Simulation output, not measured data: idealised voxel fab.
A process module follows: voxel plated lines.
Cross-section cut spans 190 nm and uses square cells 5 nm in size.
Cross-section spec: square-cell grid; bands listed top down; each band is one or more rows.
Per band: top height and bottom height in nm, followed by the left-to-right materials and their widths in nm; "edge to edge" marks a single material spanning edge to edge, "blank" marks empty space.
Heights are expressed relative to 0, this being the level below which the as-received wafer comprises one material exclusively. The lowest band is unbounded in the downward direction and is denoted as in "z 0 and below".
The two numbers in a width such as "30->40" mark its ends across the band: the first belongs to the top row of cells, the second to the bottom row, and from each row to the next the width moves by the same amount.
Key: "nothing got changed" - step with no changed cell in the cross-section.
Each empty space that has no open way to the top and spans at least 8 cells appears under "Voids, enclosed" as width x height at distance, the distance counted from the left edge, all in nm.
Text after the settings on a step's line: the simulator's own remark on that step.
overlay nm: mask right of planned place by this much (step with mask). Neg. = left.
What follows is a series of pairs. Each pair shows a cross-section before one process step and the cross-section after it, and the after view is drawn only down to the lowest band that changed. Beneath each pair is the step that lies between the two, with its settings. Pairs may come from different runs of this module on the same starting wafer, so a pair continues from the one above it only where its entry headed "Before this step" says so.

Before this step:
- z 0 and below = Si edge to edge
- Voids, enclosed: none

After the Step:
- z 5 to 0 = Al2O3 edge to edge
- Anything lower than 0 is untouched.
- Voids, enclosed: none
Step, before to after (see cross-sections above): CONFORMAL_DEP,material Al2O3,thk nm 5

Before this step: unchanged from the after cross-section in the pair immediately above; refer to that figure.

After the Step:
- z 10 to 5 = TiN edge to edge
- Anything lower than 5 is untouched.
- Voids, enclosed: none
Step, before to after (see cross-sections above): DIRECTIONAL_DEP,material TiN,thk nm 5

Before this step: unchanged from the after cross-section in the pair immediately above; refer to that figure.

After the Step:
- z 25 to 10 = 30 resist | 20 blank | 15 resist | 20 blank | 15 resist | 20 blank | 15 resist | 20 blank | 35 resist
- Anything lower than 10 is untouched.
- Voids, enclosed: none
Step, before to after (see cross-sections above): PATTERN,tone open,mask id LINES,material resist,width nm 20,pitch nm 35,thk nm 15,overlay nm 0

Before this step: unchanged from the after cross-section in the pair immediately above; refer to that figure.

After the Step:
- z 25 to 15 = 30 resist | 20 blank | 15 resist | 20 blank | 15 resist | 20 blank | 15 resist | 20 blank | 35 resist
- z 15 to 10 = 30 resist | 20 Ru | 15 resist | 20 Ru | 15 resist | 20 Ru | 15 resist | 20 Ru | 35 resist
- Anything lower than 10 is untouched.
- Voids, enclosed: none
Step, before to after (see cross-sections above): EPI,material Ru,thk nm 5

Before this step: unchanged from the after cross-section in the pair immediately above; refer to that figure.

After the Step:
- z 15 to 10 = 30 blank | 20 Ru | 15 blank | 20 Ru | 15 blank | 20 Ru | 15 blank | 20 Ru | 35 blank
- Anything lower than 10 is untouched.
- Voids, enclosed: none
Step, before to after (see cross-sections above): STRIP,etch materials resist

Before this step: unchanged from the after cross-section in the pair immediately above; refer to that figure.

After the Step:
- z 15 to 10 = 30 blank | 20 Ru | 15 blank | 20 Ru | 15 blank | 20 Ru | 15 blank | 20 Ru | 35 blank
- z 10 to 5 = 30 blank | 20 TiN | 15 blank | 20 TiN | 15 blank | 20 TiN | 15 blank | 20 TiN | 35 blank
- Anything lower than 5 is untouched.
- Voids, enclosed: none
Step, before to after (see cross-sections above): DIRECTIONAL_ETCH,etch materials TiN,depth nm 5

Before this step: unchanged from the after cross-section in the pair immediately above; refer to that figure.

After the Step:
- z 25 to 15 = 20 blank | 145 SiN | 25 blank
- z 15 to 10 = 30 SiN | 20 Ru | 15 SiN | 20 Ru | 15 SiN | 20 Ru | 15 SiN | 20 Ru | 35 SiN
- z 10 to 5 = 30 SiN | 20 TiN | 15 SiN | 20 TiN | 15 SiN | 20 TiN | 15 SiN | 20 TiN | 35 SiN
- Anything lower than 5 is untouched.
- Voids, enclosed: none
Step, before to after (see cross-sections above): CONFORMAL_DEP,material SiN,thk nm 10

Before this step:
- z 0 and below = Si edge to edge
- Voids, enclosed: none

After the Step:
- z 5 to 0 = TiN edge to edge
- Anything lower than 0 is untouched.
- Voids, enclosed: none
Step, before to after (see cross-sections above): DIRECTIONAL_DEP,material TiN,thk nm 5

Before this step: unchanged from the after cross-section in the pair immediately above; refer to that figure.

After the Step:
- z 10 to 5 = Al2O3 edge to edge
- Anything lower than 5 is untouched.
- Voids, enclosed: none
Step, before to after (see cross-sections above): CONFORMAL_DEP,material Al2O3,thk nm 5

Before this step: unchanged from the after cross-section in the pair immediately above; refer to that figure.

After the Step:
- z 25 to 10 = 30 resist | 20 blank | 15 resist | 20 blank | 15 resist | 20 blank | 15 resist | 20 blank | 35 resist
- Anything lower than 10 is untouched.
- Voids, enclosed: none
Step, before to after (see cross-sections above): PATTERN,tone open,mask id LINES,material resist,width nm 20,pitch nm 35,thk nm 15,overlay nm 0

Before this step: unchanged from the after cross-section in the pair immediately above; refer to that figure.

After the Step:
- z 10 to 5 = Al2O3 edge to edge
- Anything lower than 5 is untouched.
- Voids, enclosed: none
Step, before to after (see cross-sections above): STRIP,etch materials resist

Before this step: unchanged from the after cross-section in the pair immediately above; refer to that figure.

After the Step:
- z 20 to 10 = SiN edge to edge
- Anything lower than 10 is untouched.
- Voids, enclosed: none
Step, before to after (see cross-sections above): CONFORMAL_DEP,material SiN,thk nm 10

Before this step:
- z 5 to 0 = Al2O3 edge to edge
- z 0 and below = Si edge to edge
- Voids, enclosed: none

After the Step:
- z 20 to 5 = TiN edge to edge
- Anything lower than 5 is untouched.
- Voids, enclosed: none
Step, before to after (see cross-sections above): DIRECTIONAL_DEP,material TiN,thk nm 15

Before this step: unchanged from the after cross-section in the pair immediately above; refer to that figure.

After the Step:
- z 35 to 20 = 30 resist | 20 blank | 15 resist | 20 blank | 15 resist | 20 blank | 15 resist | 20 blank | 35 resist
- Anything lower than 20 is untouched.
- Voids, enclosed: none
Step, before to after (see cross-sections above): PATTERN,tone open,mask id LINES,material resist,width nm 20,pitch nm 35,thk nm 15,overlay nm 0

Before this step: unchanged from the after cross-section in the pair immediately above; refer to that figure.

After the Step:
- z 35 to 25 = 30 resist | 20 blank | 15 resist | 20 blank | 15 resist | 20 blank | 15 resist | 20 blank | 35 resist
- z 25 to 20 = 30 resist | 20 Ru | 15 resist | 20 Ru | 15 resist | 20 Ru | 15 resist | 20 Ru | 35 resist
- Anything lower than 20 is untouched.
- Voids, enclosed: none
Step, before to after (see cross-sections above): EPI,material Ru,thk nm 5

Before this step: unchanged from the after cross-section in the pair immediately above; refer to that figure.

After the Step:
- z 25 to 20 = 30 blank | 20 Ru | 15 blank | 20 Ru | 15 blank | 20 Ru | 15 blank | 20 Ru | 35 blank
- Anything lower than 20 is untouched.
- Voids, enclosed: none
Step, before to after (see cross-sections above): STRIP,etch materials resist

Before this step: unchanged from the after cross-section in the pair immediately above; refer to that figure.

After the Step:
- z 25 to 20 = 30 blank | 20 Ru | 15 blank | 20 Ru | 15 blank | 20 Ru | 15 blank | 20 Ru | 35 blank
- z 20 to 15 = 30 blank | 20 TiN | 15 blank | 20 TiN | 15 blank | 20 TiN | 15 blank | 20 TiN | 35 blank
- Anything lower than 15 is untouched.
- Voids, enclosed: none
Step, before to after (see cross-sections above): DIRECTIONAL_ETCH,etch materials TiN,depth nm 5

Before this step: unchanged from the after cross-section in the pair immediately above; refer to that figure.

After the Step:
- z 35 to 25 = 20 blank | 145 SiN | 25 blank
- z 25 to 20 = 30 SiN | 20 Ru | 15 SiN | 20 Ru | 15 SiN | 20 Ru | 15 SiN | 20 Ru | 35 SiN
- z 20 to 15 = 30 SiN | 20 TiN | 15 SiN | 20 TiN | 15 SiN | 20 TiN | 15 SiN | 20 TiN | 35 SiN
- Anything lower than 15 is untouched.
- Voids, enclosed: none
Step, before to after (see cross-sections above): CONFORMAL_DEP,material SiN,thk nm 10

Before this step:
- z 10 to 5 = TiN edge to edge
- z 5 to 0 = Al2O3 edge to edge
- z 0 and below = Si edge to edge
- Voids, enclosed: none

After the Step:
- z 25 to 10 = 35 resist | 15 blank | 20 resist | 15 blank | 20 resist | 15 blank | 20 resist | 15 blank | 35 resist
- Anything lower than 10 is untouched.
- Voids, enclosed: none
Step, before to after (see cross-sections above): PATTERN,tone open,mask id LINES,material resist,width nm 15,pitch nm 35,thk nm 15,overlay nm 0

Before this step: unchanged from the after cross-section in the pair immediately above; refer to that figure.

After the Step:
- z 25 to 15 = 35 resist | 15 blank | 20 resist | 15 blank | 20 resist | 15 blank | 20 resist | 15 blank | 35 resist
- z 15 to 10 = 35 resist | 15 Ru | 20 resist | 15 Ru | 20 resist | 15 Ru | 20 resist | 15 Ru | 35 resist
- Anything lower than 10 is untouched.
- Voids, enclosed: none
Step, before to after (see cross-sections above): EPI,material Ru,thk nm 5

Before this step: unchanged from the after cross-section in the pair immediately above; refer to that figure.

After the Step:
- z 15 to 10 = 35 blank | 15 Ru | 20 blank | 15 Ru | 20 blank | 15 Ru | 20 blank | 15 Ru | 35 blank
- Anything lower than 10 is untouched.
- Voids, enclosed: none
Step, before to after (see cross-sections above): STRIP,etch materials resist

Before this step: unchanged from the after cross-section in the pair immediately above; refer to that figure.

After the Step:
- z 15 to 10 = 35 blank | 15 Ru | 20 blank | 15 Ru | 20 blank | 15 Ru | 20 blank | 15 Ru | 35 blank
- z 10 to 5 = 35 blank | 15 TiN | 20 blank | 15 TiN | 20 blank | 15 TiN | 20 blank | 15 TiN | 35 blank
- Anything lower than 5 is untouched.
- Voids, enclosed: none
Step, before to after (see cross-sections above): DIRECTIONAL_ETCH,etch materials TiN,depth nm 5

Before this step: unchanged from the after cross-section in the pair immediately above; refer to that figure.

After the Step:
- z 25 to 15 = 25 blank | 140 SiN | 25 blank
- z 15 to 10 = 35 SiN | 15 Ru | 20 SiN | 15 Ru | 20 SiN | 15 Ru | 20 SiN | 15 Ru | 35 SiN
- z 10 to 5 = 35 SiN | 15 TiN | 20 SiN | 15 TiN | 20 SiN | 15 TiN | 20 SiN | 15 TiN | 35 SiN
- Anything lower than 5 is untouched.
- Voids, enclosed: none
Step, before to after (see cross-sections above): CONFORMAL_DEP,material SiN,thk nm 10

Before this step:
- z 10 to 5 = TiN edge to edge
- z 5 to 0 = Al2O3 edge to edge
- z 0 and below = Si edge to edge
- Voids, enclosed: none

After the Step:
- z 25 to 10 = 25 resist | 20 blank | 15 resist | 20 blank | 15 resist | 20 blank | 15 resist | 20 blank | 40 resist
- Anything lower than 10 is untouched.
- Voids, enclosed: none
Step, before to after (see cross-sections above): PATTERN,tone open,mask id LINES,material resist,width nm 20,pitch nm 35,thk nm 15,overlay nm -5

Before this step: unchanged from the after cross-section in the pair immediately above; refer to that figure.

After the Step:
- z 25 to 15 = 25 resist | 20 blank | 15 resist | 20 blank | 15 resist | 20 blank | 15 resist | 20 blank | 40 resist
- z 15 to 10 = 25 resist | 20 Ru | 15 resist | 20 Ru | 15 resist | 20 Ru | 15 resist | 20 Ru | 40 resist
- Anything lower than 10 is untouched.
- Voids, enclosed: none
Step, before to after (see cross-sections above): EPI,material Ru,thk nm 5

Before this step: unchanged from the after cross-section in the pair immediately above; refer to that figure.

After the Step:
- z 15 to 10 = 25 blank | 20 Ru | 15 blank | 20 Ru | 15 blank | 20 Ru | 15 blank | 20 Ru | 40 blank
- Anything lower than 10 is untouched.
- Voids, enclosed: none
Step, before to after (see cross-sections above): STRIP,etch materials resist

Before this step: unchanged from the after cross-section in the pair immediately above; refer to that figure.

After the Step:
- z 15 to 10 = 25 blank | 20 Ru | 15 blank | 20 Ru | 15 blank | 20 Ru | 15 blank | 20 Ru | 40 blank
- z 10 to 5 = 25 blank | 20 TiN | 15 blank | 20 TiN | 15 blank | 20 TiN | 15 blank | 20 TiN | 40 blank
- Anything lower than 5 is untouched.
- Voids, enclosed: none
Step, before to after (see cross-sections above): DIRECTIONAL_ETCH,etch materials TiN,depth nm 5

Before this step: unchanged from the after cross-section in the pair immediately above; refer to that figure.

After the Step:
- z 25 to 15 = 15 blank | 145 SiN | 30 blank
- z 15 to 10 = 25 SiN | 20 Ru | 15 SiN | 20 Ru | 15 SiN | 20 Ru | 15 SiN | 20 Ru | 40 SiN
- z 10 to 5 = 25 SiN | 20 TiN | 15 SiN | 20 TiN | 15 SiN | 20 TiN | 15 SiN | 20 TiN | 40 SiN
- Anything lower than 5 is untouched.
- Voids, enclosed: none
Step, before to after (see cross-sections above): CONFORMAL_DEP,material SiN,thk nm 10

Before this step:
- z 5 to 0 = Al2O3 edge to edge
- z 0 and below = Si edge to edge
- Voids, enclosed: none

After the Step:
- z 10 to 5 = Ru edge to edge
- Anything lower than 5 is untouched.
- Voids, enclosed: none
Step, before to after (see cross-sections above): DIRECTIONAL_DEP,material Ru,thk nm 5

Before this step: unchanged from the after cross-section in the pair immediately above; refer to that figure.

After the Step:
- z 25 to 10 = 30 resist | 20 blank | 15 resist | 20 blank | 15 resist | 20 blank | 15 resist | 20 blank | 35 resist
- Anything lower than 10 is untouched.
- Voids, enclosed: none
Step, before to after (see cross-sections above): PATTERN,tone open,mask id LINES,material resist,width nm 20,pitch nm 35,thk nm 15,overlay nm 0

Before this step: unchanged from the after cross-section in the pair immediately above; refer to that figure.

After the Step:
- z 25 to 15 = 30 resist | 20 blank | 15 resist | 20 blank | 15 resist | 20 blank | 15 resist | 20 blank | 35 resist
- z 15 to 10 = 30 resist | 20 Ru | 15 resist | 20 Ru | 15 resist | 20 Ru | 15 resist | 20 Ru | 35 resist
- Anything lower than 10 is untouched.
- Voids, enclosed: none
Step, before to after (see cross-sections above): EPI,material Ru,thk nm 5

Before this step: unchanged from the after cross-section in the pair immediately above; refer to that figure.

After the Step:
- z 15 to 10 = 30 blank | 20 Ru | 15 blank | 20 Ru | 15 blank | 20 Ru | 15 blank | 20 Ru | 35 blank
- Anything lower than 10 is untouched.
- Voids, enclosed: none
Step, before to after (see cross-sections above): STRIP,etch materials resist

Before this step: unchanged from the after cross-section in the pair immediately above; refer to that figure.

After the Step:
- z 25 to 20 = 20 blank | 145 SiN | 25 blank
- z 20 to 15 = SiN edge to edge
- z 15 to 10 = 30 SiN | 20 Ru | 15 SiN | 20 Ru | 15 SiN | 20 Ru | 15 SiN | 20 Ru | 35 SiN
- Anything lower than 10 is untouched.
- Voids, enclosed: none
Step, before to after (see cross-sections above): CONFORMAL_DEP,material SiN,thk nm 10

Before this step:
- z 10 to 5 = TiN edge to edge
- z 5 to 0 = Al2O3 edge to edge
- z 0 and below = Si edge to edge
- Voids, enclosed: none

After the Step:
- z 25 to 10 = 30 blank | 20 resist | 15 blank | 20 resist | 15 blank | 20 resist | 15 blank | 20 resist | 35 blank
- Anything lower than 10 is untouched.
- Voids, enclosed: none
Step, before to after (see cross-sections above): PATTERN,tone cover,mask id LINES,material resist,width nm 20,pitch nm 35,thk nm 15,overlay nm 0

Before this step: unchanged from the after cross-section in the pair immediately above; refer to that figure.

After the Step:
- z 25 to 15 = 30 blank | 20 resist | 15 blank | 20 resist | 15 blank | 20 resist | 15 blank | 20 resist | 35 blank
- z 15 to 10 = 30 Ru | 20 resist | 15 Ru | 20 resist | 15 Ru | 20 resist | 15 Ru | 20 resist | 35 Ru
- Anything lower than 10 is untouched.
- Voids, enclosed: none
Step, before to after (see cross-sections above): EPI,material Ru,thk nm 5

Before this step: unchanged from the after cross-section in the pair immediately above; refer to that figure.

After the Step:
- z 15 to 10 = 30 Ru | 20 blank | 15 Ru | 20 blank | 15 Ru | 20 blank | 15 Ru | 20 blank | 35 Ru
- Anything lower than 10 is untouched.
- Voids, enclosed: none
Step, before to after (see cross-sections above): STRIP,etch materials resist

Before this step: unchanged from the after cross-section in the pair immediately above; refer to that figure.

After the Step:
- z 15 to 10 = 30 Ru | 20 blank | 15 Ru | 20 blank | 15 Ru | 20 blank | 15 Ru | 20 blank | 35 Ru
- z 10 to 5 = 30 TiN | 20 blank | 15 TiN | 20 blank | 15 TiN | 20 blank | 15 TiN | 20 blank | 35 TiN
- Anything lower than 5 is untouched.
- Voids, enclosed: none
Step, before to after (see cross-sections above): DIRECTIONAL_ETCH,etch materials TiN,depth nm 5

Before this step: unchanged from the after cross-section in the pair immediately above; refer to that figure.

After the Step:
- z 25 to 15 = SiN edge to edge
- z 15 to 10 = 30 Ru | 20 SiN | 15 Ru | 20 SiN | 15 Ru | 20 SiN | 15 Ru | 20 SiN | 35 Ru
- z 10 to 5 = 30 TiN | 20 SiN | 15 TiN | 20 SiN | 15 TiN | 20 SiN | 15 TiN | 20 SiN | 35 TiN
- Anything lower than 5 is untouched.
- Voids, enclosed: none
Step, before to after (see cross-sections above): CONFORMAL_DEP,material SiN,thk nm 10
